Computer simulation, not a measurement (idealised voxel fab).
A process module follows: voxel fin reveal.
Cross-section cut spans 170 nm and uses square cells 5 nm in size.
Cross-section = grid of square cells, listed top down in bands; band = one or more rows. What a band's entry tells you: where the top is and where the bottom is, as heights in nm, and after that what lies inside, material by material from left to right, each with its width in nm. Empty space is written as the word "air", and a single material marked with the word "all across" occupies the band from edge to edge. A quick word on heights: they are counted from 0, and under that level the wafer as it came to us is one material throughout. The lowest band is different from the rest in having no bottom; it simply continues downward, written as in "top 0, no bottom". Note: "30->40" means the width goes from the first number (top row of the band) to the second number (bottom row) in equal steps per row of cells. Key: "no change" - step with no changed cell in the cross-section. Entry "Voids, enclosed". Content: empty spaces with no open connection to the top, size 8 cells or greater. Each: width x height at distance. Distance: from left edge. Unit: nm. Formally, on a step line, whatever follows the settings is a remark that the simulator itself makes on the step. A step's line can hold "overlay nm"; with a mask on that step, the setting says how far right of the planned place the mask lay, while a negative setting says it lay to the left.

[Process steps (planned)]
1. RECEIVE with material Si
2. CONFORMAL_DEP with material SiN, thk nm 5
3. PATTERN with tone cover, mask id FINS, material resist, width nm 15, pitch nm 40, thk nm 20, overlay nm 0
4. DIRECTIONAL_ETCH with etch materials SiN, depth nm 5
5. DIRECTIONAL_ETCH with etch materials Si, depth nm 35
6. STRIP with etch materials resist
7. FILL_DEP with material SiO2, thk nm 15
8. CMP with height nm 5
9. SELECTIVE_ETCH with etch materials SiO2, depth nm 20
10. STRIP with etch materials SiN

[The first of a set of two wafers, run to plan]

[As-received wafer cross-section (after step 1)]
- top 0, no bottom: Si all across
- Voids, enclosed: none

[State of the wafer after step 2, shown in cross-section]
- top 5, bottom 0: SiN all across
- Below 0, the layers are the same as they were.

[State of the wafer after step 3, shown in cross-section]
- top 25, bottom 5: air=55 | resist=15 | air=25 | resist=15 | air=60
- Below 5, the layers are the same as they were.

[State of the wafer after step 4, shown in cross-section]
- top 25, bottom 5: air=55 | resist=15 | air=25 | resist=15 | air=60
- top 5, bottom 0: air=55 | SiN=15 | air=25 | SiN=15 | air=60
- Below 0, the layers are the same as they were.

[State of the wafer after step 5, shown in cross-section]
- top 25, bottom 5: air=55 | resist=15 | air=25 | resist=15 | air=60
- top 5, bottom 0: air=55 | SiN=15 | air=25 | SiN=15 | air=60
- top 0, bottom -35: air=55 | Si=15 | air=25 | Si=15 | air=60
- Below -35, the layers are the same as they were.

[State of the wafer after step 6, shown in cross-section]
- top 5, bottom 0: air=55 | SiN=15 | air=25 | SiN=15 | air=60
- Below 0, the layers are the same as they were.

[State of the wafer after step 7, shown in cross-section]
- top 20, bottom 5: SiO2 all across
- top 5, bottom 0: SiO2=55 | SiN=15 | SiO2=25 | SiN=15 | SiO2=60
- top 0, bottom -35: SiO2=55 | Si=15 | SiO2=25 | Si=15 | SiO2=60
- Below -35, the layers are the same as they were.

[State of the wafer after step 8, shown in cross-section]
- top 5, bottom 0: SiO2=55 | SiN=15 | SiO2=25 | SiN=15 | SiO2=60
- Below 0, the layers are the same as they were.

[State of the wafer after step 9, shown in cross-section]
- top 5, bottom 0: air=55 | SiN=15 | air=25 | SiN=15 | air=60
- top 0, bottom -15: air=55 | Si=15 | air=25 | Si=15 | air=60
- Below -15, the layers are the same as they were.

[State of the wafer after step 10, shown in cross-section]
- top 0, bottom -15: air=55 | Si=15 | air=25 | Si=15 | air=60
- Below -15, the layers are the same as they were.

[Wafer two of two - same starting point, same process plan, one mistake in execution; matches wafer one up to and including step 2]

[Cross-section of the second wafer at the time step 3 of the plan should have ended]
- top 25, bottom 5: air=45 | resist=15 | air=25 | resist=15 | air=70
- Below 5, the layers are the same as they were.

[Cross-section of the second wafer at the time step 4 of the plan should have ended]
- top 25, bottom 5: air=45 | resist=15 | air=25 | resist=15 | air=70
- top 5, bottom 0: air=45 | SiN=15 | air=25 | SiN=15 | air=70
- Below 0, the layers are the same as they were.

[Cross-section of the second wafer at the time step 5 of the plan should have ended]
- top 25, bottom 5: air=45 | resist=15 | air=25 | resist=15 | air=70
- top 5, bottom 0: air=45 | SiN=15 | air=25 | SiN=15 | air=70
- top 0, bottom -35: air=45 | Si=15 | air=25 | Si=15 | air=70
- Below -35, the layers are the same as they were.

[Cross-section of the second wafer at the time step 6 of the plan should have ended]
- top 5, bottom 0: air=45 | SiN=15 | air=25 | SiN=15 | air=70
- Below 0, the layers are the same as they were.

[Cross-section of the second wafer at the time step 7 of the plan should have ended]
- top 20, bottom 5: SiO2 all across
- top 5, bottom 0: SiO2=45 | SiN=15 | SiO2=25 | SiN=15 | SiO2=70
- top 0, bottom -35: SiO2=45 | Si=15 | SiO2=25 | Si=15 | SiO2=70
- Below -35, the layers are the same as they were.

[Cross-section of the second wafer at the time step 8 of the plan should have ended]
- top 5, bottom 0: SiO2=45 | SiN=15 | SiO2=25 | SiN=15 | SiO2=70
- Below 0, the layers are the same as they were.

[Cross-section of the second wafer at the time step 9 of the plan should have ended]
- top 5, bottom 0: air=45 | SiN=15 | air=25 | SiN=15 | air=70
- top 0, bottom -15: air=45 | Si=15 | air=25 | Si=15 | air=70
- Below -15, the layers are the same as they were.

[Cross-section of the second wafer at the time step 10 of the plan should have ended]
- top 0, bottom -15: air=45 | Si=15 | air=25 | Si=15 | air=70
- Below -15, the layers are the same as they were.
Which mistake was made when the wafer was run? step 3 deviated from plan and actually ran as PATTERN with tone cover, mask id FINS, material resist, width nm 15, pitch nm 40, thk nm 20, overlay nm -10
So at the finish, the second wafer's got exactly as many cells of each material as the first, just not in the same spots.
